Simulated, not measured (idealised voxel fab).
process module | voxel gate over fins
cross-section cut | 210 nm wide | cells 5 nm
A cross-section is a grid of square cells, given in bands from the top down. A band is one or more rows of cells.
Each band's line starts with the height of the band's top and of its bottom, in nm. Then come its materials from left to right, each with its width in nm. One material with "throughout" fills the band from edge to edge. "air" is empty space.
Height 0 is the level under which the wafer as received is all one material. The lowest band goes on downwards, as in "0 down".
A width such as "30 to 40" changes by the same amount from each row of cells to the next, from the band's top row to its bottom row.
"no change" after a step means that no cell of the cross-section changed.
closed voids: empty space of 8 cells or more with no open way to the top, each as width x height at its distance from the left edge, in nm
after a step's settings: what the simulator itself notes on the step
overlay nm, on a step with a mask: how far to the right of its planned place the mask lay; to the left if negative
plan
1 op RECEIVE | material Si
2 op CONFORMAL_DEP | material SiN | thk nm 5
3 op DIRECTIONAL_DEP | material aC | thk nm 10
4 op PATTERN | tone cover | mask id FINS | material resist | width nm 15 | pitch nm 45 | thk nm 30 | overlay nm 0
5 op DIRECTIONAL_ETCH | etch materials aC | depth nm 10
6 op STRIP | etch materials resist
7 op DIRECTIONAL_ETCH | etch materials SiN | depth nm 5
8 op DIRECTIONAL_ETCH | etch materials Si | depth nm 35
9 op STRIP | etch materials aC
10 op OXIDIZE | depth nm 5
11 op FILL_DEP | material SiO2 | thk nm 15
12 op CMP | height nm 5
13 op SELECTIVE_ETCH | etch materials SiO2 | depth nm 20
14 op STRIP | etch materials SiN
15 op CONFORMAL_DEP | material HfO2 | thk nm 5
16 op CONFORMAL_DEP | material TiN | thk nm 5
17 op FILL_DEP | material W | thk nm 10
18 op CMP | height nm 5
19 op CONFORMAL_DEP | material SiN | thk nm 10
varied across the wafers: height nm of step 18. The plan shows the first wafer's value. All wafers start alike
first wafer as received, after step 1
  0 down: Si throughout
  closed voids: none
each wafer at the end: cells of each material gained (+) or lost (-) since it was received, then its closed voids
height nm 5 | +60 HfO2 | -312 Si | +84 SiN | +195 SiO2 | +45 TiN | +54 W | closed voids: none
height nm 10 | +60 HfO2 | -312 Si | +84 SiN | +195 SiO2 | +60 TiN | +81 W | closed voids: none
height nm 15 | +60 HfO2 | -312 Si | +84 SiN | +195 SiO2 | +60 TiN | +123 W | closed voids: none
height nm 20 | +60 HfO2 | -312 Si | +84 SiN | +195 SiO2 | +60 TiN | +165 W | closed voids: none
